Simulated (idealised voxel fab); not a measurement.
process module | voxel transistor to metal
cross-section cut | 170 nm wide | cells 5 nm
A cross-section is a grid of square cells, given in bands from the top down. A band is one or more rows of cells.
Each band's line starts with the height of the band's top and of its bottom, in nm. Then come its materials from left to right, each with its width in nm. One material with "throughout" fills the band from edge to edge. "air" is empty space.
Height 0 is the level under which the wafer as received is all one material. The lowest band goes on downwards, as in "0 down".
A width such as "30 to 40" changes by the same amount from each row of cells to the next, from the band's top row to its bottom row.
"no change" after a step means that no cell of the cross-section changed.
closed voids: empty space of 8 cells or more with no open way to the top, each as width x height at its distance from the left edge, in nm
after a step's settings: what the simulator itself notes on the step
overlay nm, on a step with a mask: how far to the right of its planned place the mask lay; to the left if negative
plan
1 op RECEIVE | material Si
2 op OXIDIZE | depth nm 5
3 op CONFORMAL_DEP | material SiN | thk nm 15
4 op PATTERN | tone cover | mask id ACTIVE | material resist | width nm 110 | thk nm 15 | overlay nm 0
5 op DIRECTIONAL_ETCH | etch materials SiN | depth nm 15
6 op DIRECTIONAL_ETCH | etch materials SiO2 | depth nm 5
7 op DIRECTIONAL_ETCH | etch materials Si | depth nm 25
8 op STRIP | etch materials resist
9 op FILL_DEP | material SiO2 | thk nm 15
10 op CMP | height nm 15
11 op SELECTIVE_ETCH | etch materials SiO2 | depth nm 10
12 op STRIP | etch materials SiN
13 op SELECTIVE_ETCH | etch materials SiO2 | depth nm 5
14 op OXIDIZE | depth nm 5
15 op DIRECTIONAL_DEP | material polySi | thk nm 30
16 op DIRECTIONAL_DEP | material SiCN | thk nm 10
17 op MASKED_ETCH | tone cover | mask id GATE | width nm 20 | etch materials SiCN | depth nm 20 | overlay nm 0
18 op MASKED_ETCH | tone cover | mask id GATE | width nm 20 | etch materials polySi | depth nm 40 | overlay nm 0
19 op CONFORMAL_DEP | material SiO2 | thk nm 5
20 op DIRECTIONAL_ETCH | etch materials SiO2 | depth nm 5
21 op CONFORMAL_DEP | material SiN | thk nm 5
22 op DIRECTIONAL_ETCH | etch materials SiN | depth nm 5
23 op DIRECTIONAL_ETCH | etch materials SiO2 | depth nm 5
24 op DIRECTIONAL_ETCH | etch materials Si | depth nm 15
25 op EPI | material nSi | thk nm 20
26 op FILL_DEP | material SiO2 | thk nm 5
27 op CMP | height nm 35
28 op DIRECTIONAL_DEP | material SiO2 | thk nm 15
29 op PATTERN | tone open | mask id CONTACT | material resist | width nm 30 | pitch nm 60 | thk nm 15 | overlay nm 0
30 op DIRECTIONAL_ETCH | etch materials SiO2 | depth nm 40
31 op STRIP | etch materials resist
32 op CONFORMAL_DEP | material TiN | thk nm 5
33 op FILL_DEP | material W | thk nm 10
34 op CMP | height nm 50
35 op DIRECTIONAL_DEP | material TiN | thk nm 5
36 op DIRECTIONAL_DEP | material W | thk nm 15
37 op PATTERN | tone cover | mask id METAL_1 | material resist | width nm 20 | pitch nm 70 | thk nm 15 | overlay nm 0
38 op DIRECTIONAL_ETCH | etch materials W | depth nm 15
39 op DIRECTIONAL_ETCH | etch materials TiN | depth nm 5
40 op STRIP | etch materials resist
41 op CONFORMAL_DEP | material SiN | thk nm 5
42 op FILL_DEP | material lowk | thk nm 10
43 op CMP | height nm 70
44 op CONFORMAL_DEP | material SiCN | thk nm 5
45 op DIRECTIONAL_DEP | material lowk | thk nm 25
46 op DIRECTIONAL_DEP | material aC | thk nm 10
47 op PATTERN | tone open | mask id METAL_2_HOLES | material resist | width nm 15 | pitch nm 70 | thk nm 25 | overlay nm 0
48 op DIRECTIONAL_ETCH | etch materials aC | depth nm 10
49 op STRIP | etch materials resist
50 op DIRECTIONAL_ETCH | etch materials lowk | depth nm 25
51 op STRIP | etch materials aC
52 op MASKED_ETCH | tone open | mask id METAL_2 | width nm 20 | pitch nm 70 | etch materials lowk | depth nm 15 | overlay nm 0
53 op MASKED_ETCH | tone open | mask id METAL_2 | width nm 20 | pitch nm 70 | etch materials SiCN | depth nm 5 | overlay nm 0
54 op CONFORMAL_DEP | material TiN | thk nm 5
55 op FILL_DEP | material Cu | thk nm 10
56 op CMP | height nm 100
57 op CONFORMAL_DEP | material SiCN | thk nm 5
first wafer, as planned
as received, after step 1
  0 down: Si throughout
  closed voids: none
after step 2
  0 to -5: SiO2 throughout
  below -5: unchanged
after step 3
  15 to 0: SiN throughout
  below 0: unchanged
after step 4
  30 to 15: air 30 | resist 110 | air 30
  below 15: unchanged
after step 5
  30 to 15: air 30 | resist 110 | air 30
  15 to 0: air 30 | SiN 110 | air 30
  below 0: unchanged
after step 6
  30 to 15: air 30 | resist 110 | air 30
  15 to 0: air 30 | SiN 110 | air 30
  0 to -5: air 30 | SiO2 110 | air 30
  below -5: unchanged
after step 7
  30 to 15: air 30 | resist 110 | air 30
  15 to 0: air 30 | SiN 110 | air 30
  0 to -5: air 30 | SiO2 110 | air 30
  -5 to -30: air 30 | Si 110 | air 30
  below -30: unchanged
after step 8
  15 to 0: air 30 | SiN 110 | air 30
  below 0: unchanged
after step 9
  30 to 15: SiO2 throughout
  15 to 0: SiO2 30 | SiN 110 | SiO2 30
  0 to -5: SiO2 throughout
  -5 to -30: SiO2 30 | Si 110 | SiO2 30
  below -30: unchanged
after step 10
  15 to 0: SiO2 30 | SiN 110 | SiO2 30
  below 0: unchanged
after step 11
  15 to 5: air 30 | SiN 110 | air 30
  below 5: unchanged
after step 12
  5 to 0: SiO2 30 | air 110 | SiO2 30
  below 0: unchanged
after step 13
  0 to -5: SiO2 25 | air 120 | SiO2 25
  below -5: unchanged
after step 14
  0 to -5: SiO2 25 | air 120 | SiO2 25
  -5 to -10: SiO2 throughout
  below -10: unchanged
after step 15
  30 to 25: polySi 25 | air 120 | polySi 25
  25 to 0: polySi throughout
  0 to -5: SiO2 25 | polySi 120 | SiO2 25
  below -5: unchanged
after step 16
  40 to 35: SiCN 25 | air 120 | SiCN 25
  35 to 30: SiCN throughout
  30 to 25: polySi 25 | SiCN 120 | polySi 25
  below 25: unchanged
after step 17
  35 to 30: air 75 | SiCN 20 | air 75
  30 to 25: polySi 25 | air 50 | SiCN 20 | air 50 | polySi 25
  below 25: unchanged
after step 18
  35 to 25: air 75 | SiCN 20 | air 75
  25 to 0: air 75 | polySi 20 | air 75
  0 to -5: SiO2 25 | air 50 | polySi 20 | air 50 | SiO2 25
  below -5: unchanged
after step 19
  40 to 35: air 70 | SiO2 30 | air 70
  35 to 25: air 70 | SiO2 5 | SiCN 20 | SiO2 5 | air 70
  25 to 5: air 70 | SiO2 5 | polySi 20 | SiO2 5 | air 70
  5 to 0: SiO2 30 | air 40 | SiO2 5 | polySi 20 | SiO2 5 | air 40 | SiO2 30
  0 to -5: SiO2 75 | polySi 20 | SiO2 75
  below -5: unchanged
after step 20
  35 to 25: air 70 | SiO2 5 | SiCN 20 | SiO2 5 | air 70
  25 to 0: air 70 | SiO2 5 | polySi 20 | SiO2 5 | air 70
  0 to -5: SiO2 30 | air 40 | SiO2 5 | polySi 20 | SiO2 5 | air 40 | SiO2 30
  below -5: unchanged
after step 21
  40 to 35: air 65 | SiN 40 | air 65
  35 to 25: air 65 | SiN 5 | SiO2 5 | SiCN 20 | SiO2 5 | SiN 5 | air 65
  25 to 5: air 65 | SiN 5 | SiO2 5 | polySi 20 | SiO2 5 | SiN 5 | air 65
  5 to 0: SiN 35 | air 30 | SiN 5 | SiO2 5 | polySi 20 | SiO2 5 | SiN 5 | air 30 | SiN 35
  0 to -5: SiO2 30 | SiN 40 | SiO2 5 | polySi 20 | SiO2 5 | SiN 40 | SiO2 30
  below -5: unchanged
after step 22
  35 to 25: air 65 | SiN 5 | SiO2 5 | SiCN 20 | SiO2 5 | SiN 5 | air 65
  25 to 0: air 65 | SiN 5 | SiO2 5 | polySi 20 | SiO2 5 | SiN 5 | air 65
  0 to -5: SiO2 30 | SiN 5 | air 30 | SiN 5 | SiO2 5 | polySi 20 | SiO2 5 | SiN 5 | air 30 | SiN 5 | SiO2 30
  below -5: unchanged
after step 23
  35 to 30: air 65 | SiN 5 | air 5 | SiCN 20 | air 5 | SiN 5 | air 65
  30 to 25: air 65 | SiN 5 | SiO2 5 | SiCN 20 | SiO2 5 | SiN 5 | air 65
  25 to 0: air 65 | SiN 5 | SiO2 5 | polySi 20 | SiO2 5 | SiN 5 | air 65
  0 to -5: air 30 | SiN 5 | air 30 | SiN 5 | SiO2 5 | polySi 20 | SiO2 5 | SiN 5 | air 30 | SiN 5 | air 30
  -5 to -10: SiO2 35 | air 30 | SiO2 40 | air 30 | SiO2 35
  below -10: unchanged
after step 24
  35 to 30: air 65 | SiN 5 | air 5 | SiCN 20 | air 5 | SiN 5 | air 65
  30 to 25: air 65 | SiN 5 | SiO2 5 | SiCN 20 | SiO2 5 | SiN 5 | air 65
  25 to 0: air 65 | SiN 5 | SiO2 5 | polySi 20 | SiO2 5 | SiN 5 | air 65
  0 to -5: air 30 | SiN 5 | air 30 | SiN 5 | SiO2 5 | polySi 20 | SiO2 5 | SiN 5 | air 30 | SiN 5 | air 30
  -5 to -10: SiO2 35 | air 30 | SiO2 40 | air 30 | SiO2 35
  -10 to -25: SiO2 30 | Si 5 | air 30 | Si 40 | air 30 | Si 5 | SiO2 30
  below -25: unchanged
after step 25
  35 to 30: air 65 | SiN 5 | air 5 | SiCN 20 | air 5 | SiN 5 | air 65
  30 to 25: air 65 | SiN 5 | SiO2 5 | SiCN 20 | SiO2 5 | SiN 5 | air 65
  25 to 10: air 65 | SiN 5 | SiO2 5 | polySi 20 | SiO2 5 | SiN 5 | air 65
  10 to 0: air 25 | nSi 40 | SiN 5 | SiO2 5 | polySi 20 | SiO2 5 | SiN 5 | nSi 40 | air 25
  0 to -5: air 25 | nSi 5 | SiN 5 | nSi 30 | SiN 5 | SiO2 5 | polySi 20 | SiO2 5 | SiN 5 | nSi 30 | SiN 5 | nSi 5 | air 25
  -5 to -10: SiO2 35 | nSi 30 | SiO2 40 | nSi 30 | SiO2 35
  -10 to -25: SiO2 30 | Si 5 | nSi 30 | Si 40 | nSi 30 | Si 5 | SiO2 30
  below -25: unchanged
after step 26
  40 to 35: SiO2 throughout
  35 to 25: SiO2 65 | SiN 5 | SiO2 5 | SiCN 20 | SiO2 5 | SiN 5 | SiO2 65
  25 to 10: SiO2 65 | SiN 5 | SiO2 5 | polySi 20 | SiO2 5 | SiN 5 | SiO2 65
  10 to 0: SiO2 25 | nSi 40 | SiN 5 | SiO2 5 | polySi 20 | SiO2 5 | SiN 5 | nSi 40 | SiO2 25
  0 to -5: SiO2 25 | nSi 5 | SiN 5 | nSi 30 | SiN 5 | SiO2 5 | polySi 20 | SiO2 5 | SiN 5 | nSi 30 | SiN 5 | nSi 5 | SiO2 25
  below -5: unchanged
after step 27
  35 to 25: SiO2 65 | SiN 5 | SiO2 5 | SiCN 20 | SiO2 5 | SiN 5 | SiO2 65
  below 25: unchanged
after step 28
  50 to 35: SiO2 throughout
  below 35: unchanged
after step 29
  65 to 50: resist 40 | air 30 | resist 30 | air 30 | resist 40
  below 50: unchanged
after step 30
  65 to 50: resist 40 | air 30 | resist 30 | air 30 | resist 40
  50 to 35: SiO2 40 | air 30 | SiO2 30 | air 30 | SiO2 40
  35 to 25: SiO2 40 | air 25 | SiN 5 | SiO2 5 | SiCN 20 | SiO2 5 | SiN 5 | air 25 | SiO2 40
  25 to 10: SiO2 40 | air 25 | SiN 5 | SiO2 5 | polySi 20 | SiO2 5 | SiN 5 | air 25 | SiO2 40
  below 10: unchanged
after step 31
  50 to 35: SiO2 40 | air 30 | SiO2 30 | air 30 | SiO2 40
  below 35: unchanged
after step 32
  55 to 50: TiN 45 | air 20 | TiN 40 | air 20 | TiN 45
  50 to 40: SiO2 40 | TiN 5 | air 20 | TiN 5 | SiO2 30 | TiN 5 | air 20 | TiN 5 | SiO2 40
  40 to 35: SiO2 40 | TiN 5 | air 15 | TiN 10 | SiO2 30 | TiN 10 | air 15 | TiN 5 | SiO2 40
  35 to 25: SiO2 40 | TiN 5 | air 15 | TiN 5 | SiN 5 | SiO2 5 | SiCN 20 | SiO2 5 | SiN 5 | TiN 5 | air 15 | TiN 5 | SiO2 40
  25 to 15: SiO2 40 | TiN 5 | air 15 | TiN 5 | SiN 5 | SiO2 5 | polySi 20 | SiO2 5 | SiN 5 | TiN 5 | air 15 | TiN 5 | SiO2 40
  15 to 10: SiO2 40 | TiN 25 | SiN 5 | SiO2 5 | polySi 20 | SiO2 5 | SiN 5 | TiN 25 | SiO2 40
  below 10: unchanged
after step 33
  65 to 55: W throughout
  55 to 50: TiN 45 | W 20 | TiN 40 | W 20 | TiN 45
  50 to 40: SiO2 40 | TiN 5 | W 20 | TiN 5 | SiO2 30 | TiN 5 | W 20 | TiN 5 | SiO2 40
  40 to 35: SiO2 40 | TiN 5 | W 15 | TiN 10 | SiO2 30 | TiN 10 | W 15 | TiN 5 | SiO2 40
  35 to 25: SiO2 40 | TiN 5 | W 15 | TiN 5 | SiN 5 | SiO2 5 | SiCN 20 | SiO2 5 | SiN 5 | TiN 5 | W 15 | TiN 5 | SiO2 40
  25 to 15: SiO2 40 | TiN 5 | W 15 | TiN 5 | SiN 5 | SiO2 5 | polySi 20 | SiO2 5 | SiN 5 | TiN 5 | W 15 | TiN 5 | SiO2 40
  below 15: unchanged
after step 34
  50 to 40: SiO2 40 | TiN 5 | W 20 | TiN 5 | SiO2 30 | TiN 5 | W 20 | TiN 5 | SiO2 40
  below 40: unchanged
after step 35
  55 to 50: TiN throughout
  below 50: unchanged
after step 36
  70 to 55: W throughout
  below 55: unchanged
after step 37
  85 to 70: air 40 | resist 20 | air 50 | resist 20 | air 40
  below 70: unchanged
after step 38
  85 to 70: air 40 | resist 20 | air 50 | resist 20 | air 40
  70 to 55: air 40 | W 20 | air 50 | W 20 | air 40
  below 55: unchanged
after step 39
  85 to 70: air 40 | resist 20 | air 50 | resist 20 | air 40
  70 to 55: air 40 | W 20 | air 50 | W 20 | air 40
  55 to 50: air 40 | TiN 20 | air 50 | TiN 20 | air 40
  below 50: unchanged
after step 40
  70 to 55: air 40 | W 20 | air 50 | W 20 | air 40
  below 55: unchanged
after step 41
  75 to 70: air 35 | SiN 30 | air 40 | SiN 30 | air 35
  70 to 55: air 35 | SiN 5 | W 20 | SiN 5 | air 40 | SiN 5 | W 20 | SiN 5 | air 35
  55 to 50: SiN 40 | TiN 20 | SiN 50 | TiN 20 | SiN 40
  below 50: unchanged
after step 42
  85 to 75: lowk throughout
  75 to 70: lowk 35 | SiN 30 | lowk 40 | SiN 30 | lowk 35
  70 to 55: lowk 35 | SiN 5 | W 20 | SiN 5 | lowk 40 | SiN 5 | W 20 | SiN 5 | lowk 35
  below 55: unchanged
after step 43
  70 to 55: lowk 35 | SiN 5 | W 20 | SiN 5 | lowk 40 | SiN 5 | W 20 | SiN 5 | lowk 35
  below 55: unchanged
after step 44
  75 to 70: SiCN throughout
  below 70: unchanged
after step 45
  100 to 75: lowk throughout
  below 75: unchanged
after step 46
  110 to 100: aC throughout
  below 100: unchanged
after step 47
  135 to 110: resist 40 | air 15 | resist 55 | air 15 | resist 45
  below 110: unchanged
after step 48
  125 to 110: resist 40 | air 15 | resist 55 | air 15 | resist 45
  110 to 100: aC 40 | air 15 | aC 55 | air 15 | aC 45
  below 100: unchanged
after step 49
  110 to 100: aC 40 | air 15 | aC 55 | air 15 | aC 45
  below 100: unchanged
after step 50
  110 to 100: aC 40 | air 15 | aC 55 | air 15 | aC 45
  100 to 75: lowk 40 | air 15 | lowk 55 | air 15 | lowk 45
  below 75: unchanged
after step 51
  100 to 75: lowk 40 | air 15 | lowk 55 | air 15 | lowk 45
  below 75: unchanged
after step 52
  100 to 85: lowk 40 | air 20 | lowk 50 | air 20 | lowk 40
  below 85: unchanged
after step 53
  100 to 85: lowk 40 | air 20 | lowk 50 | air 20 | lowk 40
  85 to 75: lowk 40 | air 15 | lowk 55 | air 15 | lowk 45
  75 to 70: SiCN 40 | air 15 | SiCN 55 | air 15 | SiCN 45
  below 70: unchanged
after step 54
  105 to 100: TiN 45 | air 10 | TiN 60 | air 10 | TiN 45
  100 to 90: lowk 40 | TiN 5 | air 10 | TiN 5 | lowk 50 | TiN 5 | air 10 | TiN 5 | lowk 40
  90 to 85: lowk 40 | TiN 5 | air 5 | TiN 10 | lowk 50 | TiN 5 | air 5 | TiN 10 | lowk 40
  85 to 75: lowk 40 | TiN 5 | air 5 | TiN 5 | lowk 55 | TiN 5 | air 5 | TiN 5 | lowk 45
  75 to 70: SiCN 40 | TiN 15 | SiCN 55 | TiN 15 | SiCN 45
  below 70: unchanged
after step 55
  115 to 105: Cu throughout
  105 to 100: TiN 45 | Cu 10 | TiN 60 | Cu 10 | TiN 45
  100 to 90: lowk 40 | TiN 5 | Cu 10 | TiN 5 | lowk 50 | TiN 5 | Cu 10 | TiN 5 | lowk 40
  90 to 85: lowk 40 | TiN 5 | Cu 5 | TiN 10 | lowk 50 | TiN 5 | Cu 5 | TiN 10 | lowk 40
  85 to 75: lowk 40 | TiN 5 | Cu 5 | TiN 5 | lowk 55 | TiN 5 | Cu 5 | TiN 5 | lowk 45
  below 75: unchanged
after step 56
  100 to 90: lowk 40 | TiN 5 | Cu 10 | TiN 5 | lowk 50 | TiN 5 | Cu 10 | TiN 5 | lowk 40
  below 90: unchanged
after step 57
  105 to 100: SiCN throughout
  below 100: unchanged
second wafer: like start, like plan, one mistake. Through step 16 it matches the first wafer
when step 17 should have ended
  40 to 30: SiCN 25 to 75 | air 120 to 20 | SiCN 25 to 75
  30 to 25: polySi 25 | SiCN 50 | air 20 | SiCN 50 | polySi 25
  below 25: unchanged
when step 18 should have ended: no change
when step 19 should have ended
  45 to 40: SiO2 30 | air 110 | SiO2 30
  40 to 30: SiCN 25 to 75 | SiO2 55 to 5 | air 10 | SiO2 55 to 5 | SiCN 25 to 75
  30 to 25: polySi 25 | SiCN 50 | SiO2 20 | SiCN 50 | polySi 25
  below 25: unchanged
when step 20 should have ended
  40 to 30: SiCN 25 to 75 | SiO2 5 | air 110 to 10 | SiO2 5 | SiCN 25 to 75
  30 to 25: polySi 25 | SiCN 50 | SiO2 5 | air 10 | SiO2 5 | SiCN 50 | polySi 25
  below 25: unchanged
when step 21 should have ended
  45 to 40: SiN 35 | air 100 | SiN 35
  40 to 30: SiCN 25 to 75 | SiO2 5 | SiN 110 to 10 | SiO2 5 | SiCN 25 to 75
  30 to 25: polySi 25 | SiCN 50 | SiO2 5 | SiN 10 | SiO2 5 | SiCN 50 | polySi 25
  below 25: unchanged
when step 22 should have ended
  40 to 35: SiCN 25 | SiO2 5 | SiN 5 | air 100 | SiN 5 | SiO2 5 | SiCN 25
  below 35: unchanged
when step 23 should have ended
  40 to 35: SiCN 25 | air 5 | SiN 5 | air 100 | SiN 5 | air 5 | SiCN 25
  35 to 30: SiCN 75 | air 5 | SiN 10 | air 5 | SiCN 75
  below 30: unchanged
when step 24 should have ended: no change
when step 25 should have ended: no change
when step 26 should have ended
  45 to 40: SiO2 throughout
  40 to 35: SiCN 25 | SiO2 5 | SiN 5 | SiO2 100 | SiN 5 | SiO2 5 | SiCN 25
  35 to 30: SiCN 75 | SiO2 5 | SiN 10 | SiO2 5 | SiCN 75
  below 30: unchanged
when step 27 should have ended
  35 to 30: SiCN 75 | SiO2 5 | SiN 10 | SiO2 5 | SiCN 75
  below 30: unchanged
when step 28 should have ended
  50 to 35: SiO2 throughout
  below 35: unchanged
when step 29 should have ended
  65 to 50: resist 40 | air 30 | resist 30 | air 30 | resist 40
  below 50: unchanged
when step 30 should have ended
  65 to 50: resist 40 | air 30 | resist 30 | air 30 | resist 40
  50 to 35: SiO2 40 | air 30 | SiO2 30 | air 30 | SiO2 40
  below 35: unchanged
when step 31 should have ended
  50 to 35: SiO2 40 | air 30 | SiO2 30 | air 30 | SiO2 40
  below 35: unchanged
when step 32 should have ended
  55 to 50: TiN 45 | air 20 | TiN 40 | air 20 | TiN 45
  50 to 40: SiO2 40 | TiN 5 | air 20 | TiN 5 | SiO2 30 | TiN 5 | air 20 | TiN 5 | SiO2 40
  40 to 35: SiO2 40 | TiN 30 | SiO2 30 | TiN 30 | SiO2 40
  below 35: unchanged
when step 33 should have ended
  65 to 55: W throughout
  55 to 50: TiN 45 | W 20 | TiN 40 | W 20 | TiN 45
  50 to 40: SiO2 40 | TiN 5 | W 20 | TiN 5 | SiO2 30 | TiN 5 | W 20 | TiN 5 | SiO2 40
  below 40: unchanged
when step 34 should have ended
  50 to 40: SiO2 40 | TiN 5 | W 20 | TiN 5 | SiO2 30 | TiN 5 | W 20 | TiN 5 | SiO2 40
  below 40: unchanged
when step 35 should have ended
  55 to 50: TiN throughout
  below 50: unchanged
when step 36 should have ended
  70 to 55: W throughout
  below 55: unchanged
when step 37 should have ended
  85 to 70: air 40 | resist 20 | air 50 | resist 20 | air 40
  below 70: unchanged
when step 38 should have ended
  85 to 70: air 40 | resist 20 | air 50 | resist 20 | air 40
  70 to 55: air 40 | W 20 | air 50 | W 20 | air 40
  below 55: unchanged
when step 39 should have ended
  85 to 70: air 40 | resist 20 | air 50 | resist 20 | air 40
  70 to 55: air 40 | W 20 | air 50 | W 20 | air 40
  55 to 50: air 40 | TiN 20 | air 50 | TiN 20 | air 40
  below 50: unchanged
when step 40 should have ended
  70 to 55: air 40 | W 20 | air 50 | W 20 | air 40
  below 55: unchanged
when step 41 should have ended
  75 to 70: air 35 | SiN 30 | air 40 | SiN 30 | air 35
  70 to 55: air 35 | SiN 5 | W 20 | SiN 5 | air 40 | SiN 5 | W 20 | SiN 5 | air 35
  55 to 50: SiN 40 | TiN 20 | SiN 50 | TiN 20 | SiN 40
  below 50: unchanged
when step 42 should have ended
  85 to 75: lowk throughout
  75 to 70: lowk 35 | SiN 30 | lowk 40 | SiN 30 | lowk 35
  70 to 55: lowk 35 | SiN 5 | W 20 | SiN 5 | lowk 40 | SiN 5 | W 20 | SiN 5 | lowk 35
  below 55: unchanged
when step 43 should have ended
  70 to 55: lowk 35 | SiN 5 | W 20 | SiN 5 | lowk 40 | SiN 5 | W 20 | SiN 5 | lowk 35
  below 55: unchanged
when step 44 should have ended
  75 to 70: SiCN throughout
  below 70: unchanged
when step 45 should have ended
  100 to 75: lowk throughout
  below 75: unchanged
when step 46 should have ended
  110 to 100: aC throughout
  below 100: unchanged
when step 47 should have ended
  135 to 110: resist 40 | air 15 | resist 55 | air 15 | resist 45
  below 110: unchanged
when step 48 should have ended
  125 to 110: resist 40 | air 15 | resist 55 | air 15 | resist 45
  110 to 100: aC 40 | air 15 | aC 55 | air 15 | aC 45
  below 100: unchanged
when step 49 should have ended
  110 to 100: aC 40 | air 15 | aC 55 | air 15 | aC 45
  below 100: unchanged
when step 50 should have ended
  110 to 100: aC 40 | air 15 | aC 55 | air 15 | aC 45
  100 to 75: lowk 40 | air 15 | lowk 55 | air 15 | lowk 45
  below 75: unchanged
when step 51 should have ended
  100 to 75: lowk 40 | air 15 | lowk 55 | air 15 | lowk 45
  below 75: unchanged
when step 52 should have ended
  100 to 85: lowk 40 | air 20 | lowk 50 | air 20 | lowk 40
  below 85: unchanged
when step 53 should have ended
  100 to 85: lowk 40 | air 20 | lowk 50 | air 20 | lowk 40
  85 to 75: lowk 40 | air 15 | lowk 55 | air 15 | lowk 45
  75 to 70: SiCN 40 | air 15 | SiCN 55 | air 15 | SiCN 45
  below 70: unchanged
when step 54 should have ended
  105 to 100: TiN 45 | air 10 | TiN 60 | air 10 | TiN 45
  100 to 90: lowk 40 | TiN 5 | air 10 | TiN 5 | lowk 50 | TiN 5 | air 10 | TiN 5 | lowk 40
  90 to 85: lowk 40 | TiN 5 | air 5 | TiN 10 | lowk 50 | TiN 5 | air 5 | TiN 10 | lowk 40
  85 to 75: lowk 40 | TiN 5 | air 5 | TiN 5 | lowk 55 | TiN 5 | air 5 | TiN 5 | lowk 45
  75 to 70: SiCN 40 | TiN 15 | SiCN 55 | TiN 15 | SiCN 45
  below 70: unchanged
when step 55 should have ended
  115 to 105: Cu throughout
  105 to 100: TiN 45 | Cu 10 | TiN 60 | Cu 10 | TiN 45
  100 to 90: lowk 40 | TiN 5 | Cu 10 | TiN 5 | lowk 50 | TiN 5 | Cu 10 | TiN 5 | lowk 40
  90 to 85: lowk 40 | TiN 5 | Cu 5 | TiN 10 | lowk 50 | TiN 5 | Cu 5 | TiN 10 | lowk 40
  85 to 75: lowk 40 | TiN 5 | Cu 5 | TiN 5 | lowk 55 | TiN 5 | Cu 5 | TiN 5 | lowk 45
  below 75: unchanged
when step 56 should have ended
  100 to 90: lowk 40 | TiN 5 | Cu 10 | TiN 5 | lowk 50 | TiN 5 | Cu 10 | TiN 5 | lowk 40
  below 90: unchanged
when step 57 should have ended
  105 to 100: SiCN throughout
  below 100: unchanged
what went wrong: step 17 ran as: op MASKED_ETCH | tone open | mask id GATE | width nm 20 | etch materials SiCN | depth nm 20 | overlay nm 0
at the end the second wafer has, in cells: 36 more of Si | 42 more of SiCN | 14 fewer of SiN | 100 fewer of SiO2 | 20 fewer of TiN | 30 fewer of W | 94 fewer of nSi | 180 more of polySi
